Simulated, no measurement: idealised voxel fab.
Process module heading - voxel capacitor over wiring
Xsec cut, 215 nm wide, square cell size 5 nm.
Format of a cross-section: grid, square cells. Given as bands. Order: top down. Band: one or more rows of cells.
Top height, bottom height, nm. Materials left to right, width each, nm. Single material + "edge to edge" = fills band edge to edge. "air" = empty.
For the purposes of this specification, 0 denotes the height below which the wafer in its as-received condition is composed wholly of one material, and the lowermost band, lacking a lower limit, extends downward without end, as expressed in "0 nm and below".
Read "30->40" as a graded width: first number on top, second number at the bottom, same change between each pair of neighbouring rows.
"everything unchanged" -> step changed no cross-section cell.
"Sealed voids" - sealed voids, min. 8 cells, no opening to top; format: width x height at distance (distance from left edge; nm throughout).
Read whatever lies past the settings on a step's line as the simulator's own remark about the step.
overlay nm: how far to the right of its planned place the mask lay on this masked step (negative: to the left).

THE PLANNED PROCESS STEPS ARE ENUMERATED HEREUNDER
1. RECEIVE with material Si
2. CONFORMAL_DEP with material SiO2, thk nm 10
3. CONFORMAL_DEP with material SiN, thk nm 5
4. DIRECTIONAL_DEP with material lowk, thk nm 15
5. MASKED_ETCH with tone open, mask id METAL_1, width nm 30, pitch nm 100, etch materials lowk, depth nm 15, overlay nm 0
6. MASKED_ETCH with tone open, mask id METAL_1, width nm 30, pitch nm 100, etch materials SiN, depth nm 5, overlay nm 0
7. CONFORMAL_DEP with material TiN, thk nm 5
8. FILL_DEP with material Cu, thk nm 10
9. CMP with height nm 30
10. CONFORMAL_DEP with material SiCN, thk nm 5
11. DIRECTIONAL_DEP with material SiO2, thk nm 15
12. DIRECTIONAL_DEP with material aC, thk nm 15
13. PATTERN with tone open, mask id PLUG_1, material resist, width nm 15, thk nm 30, overlay nm 0
14. DIRECTIONAL_ETCH with etch materials aC, depth nm 15
15. STRIP with etch materials resist
16. DIRECTIONAL_ETCH with etch materials SiO2, depth nm 15
17. DIRECTIONAL_ETCH with etch materials SiCN, depth nm 5
18. STRIP with etch materials aC
19. CONFORMAL_DEP with material TiN, thk nm 5
20. FILL_DEP with material Cu, thk nm 5
21. CMP with height nm 50
22. DIRECTIONAL_DEP with material TiN, thk nm 10
23. DIRECTIONAL_DEP with material HfO2, thk nm 5
24. DIRECTIONAL_DEP with material TiN, thk nm 5
25. DIRECTIONAL_DEP with material aC, thk nm 10
26. PATTERN with tone cover, mask id UPPER_PLATE, material resist, width nm 75, thk nm 30, overlay nm 0
27. DIRECTIONAL_ETCH with etch materials aC, depth nm 10
28. STRIP with etch materials resist
29. DIRECTIONAL_ETCH with etch materials TiN, depth nm 5
30. DIRECTIONAL_ETCH with etch materials HfO2, depth nm 5
31. STRIP with etch materials aC
32. DIRECTIONAL_DEP with material aC, thk nm 10
33. PATTERN with tone cover, mask id LOWER_PLATE, material resist, width nm 85, thk nm 25, overlay nm 0
34. DIRECTIONAL_ETCH with etch materials aC, depth nm 10
35. STRIP with etch materials resist
36. DIRECTIONAL_ETCH with etch materials TiN, depth nm 10
37. STRIP with etch materials aC
38. FILL_DEP with material SiO2, thk nm 15
39. CMP with height nm 80
40. PATTERN with tone open, mask id PLUG_2, material resist, width nm 15, thk nm 15, overlay nm 0
41. DIRECTIONAL_ETCH with etch materials SiO2, depth nm 10
42. STRIP with etch materials resist
43. CONFORMAL_DEP with material TiN, thk nm 5
44. FILL_DEP with material W, thk nm 10
45. CMP with height nm 80
46. CONFORMAL_DEP with material SiCN, thk nm 5

CROSS-SECTION: WAFER ON ARRIVAL = AFTER STEP 1
0 nm and below | Si edge to edge
Sealed voids: none

THE FIRST OF THE TWO WAFERS AS SEEN IN CROSS-SECTION ONCE THE MODULE WAS FINISHED; PROCESSING FOLLOWED THE PLAN
85 nm to 80 nm | SiCN edge to edge
80 nm to 75 nm | SiO2 65 nm, then TiN 5 nm, then W 5 nm, then TiN 5 nm, then SiO2 135 nm
75 nm to 65 nm | SiO2 65->55 nm, then TiN 15->75 nm, then SiO2 135->85 nm
65 nm to 60 nm | SiO2 55 nm, then HfO2 75 nm, then SiO2 85 nm
60 nm to 50 nm | SiO2 50 nm, then TiN 85 nm, then SiO2 80 nm
50 nm to 35 nm | SiO2 55 nm, then TiN 5 nm, then Cu 5 nm, then TiN 5 nm, then SiO2 145 nm
35 nm to 30 nm | SiCN 55 nm, then TiN 15 nm, then SiCN 145 nm
30 nm to 15 nm | lowk 40 nm, then TiN 5 nm, then Cu 20 nm, then TiN 5 nm, then lowk 70 nm, then TiN 5 nm, then Cu 20 nm, then TiN 5 nm, then lowk 45 nm
15 nm to 10 nm | SiN 40 nm, then TiN 30 nm, then SiN 70 nm, then TiN 30 nm, then SiN 45 nm
10 nm to 0 nm | SiO2 edge to edge
0 nm and below | Si edge to edge
Sealed voids: none

WHAT THE SECOND WAFER LOOKS LIKE IN CROSS-SECTION ONCE THE MODULE IS DONE. ITS START AND ITS PLAN MATCHED THE FIRST WAFER'S EXACTLY; WHAT DIFFERED WAS ONE MISTAKE IN HOW IT WAS RUN
85 nm to 80 nm | SiCN edge to edge
80 nm to 75 nm | SiO2 65 nm, then TiN 5 nm, then W 5 nm, then TiN 5 nm, then SiO2 135 nm
75 nm to 65 nm | SiO2 65->55 nm, then TiN 15->75 nm, then SiO2 135->85 nm
65 nm to 60 nm | SiO2 55 nm, then HfO2 75 nm, then SiO2 85 nm
60 nm to 50 nm | SiO2 50 nm, then TiN 85 nm, then SiO2 80 nm
50 nm to 35 nm | SiO2 55 nm, then TiN 5 nm, then Cu 5 nm, then TiN 5 nm, then SiO2 145 nm
35 nm to 30 nm | SiCN 55 nm, then TiN 15 nm, then SiCN 145 nm
30 nm to 20 nm | lowk 40 nm, then TiN 5 nm, then Cu 20 nm, then TiN 5 nm, then lowk 70 nm, then TiN 5 nm, then Cu 20 nm, then TiN 5 nm, then lowk 45 nm
20 nm to 15 nm | lowk 40 nm, then TiN 5 nm, then Cu 15 nm, then TiN 10 nm, then lowk 70 nm, then TiN 5 nm, then Cu 15 nm, then TiN 10 nm, then lowk 45 nm
15 nm to 10 nm | SiN 40 nm, then TiN 25 nm, then SiN 75 nm, then TiN 25 nm, then SiN 50 nm
10 nm to 0 nm | SiO2 edge to edge
0 nm and below | Si edge to edge
Sealed voids: none
Short version of what went wrong: step 6 went in with a setting other than planned; the actual run was MASKED_ETCH with tone open, mask id METAL_1, width nm 30, pitch nm 100, etch materials SiN, depth nm 5, overlay nm -5
Heads up, by the end the second wafer has more or fewer cells of some materials compared to the first: Cu -2; SiN +2
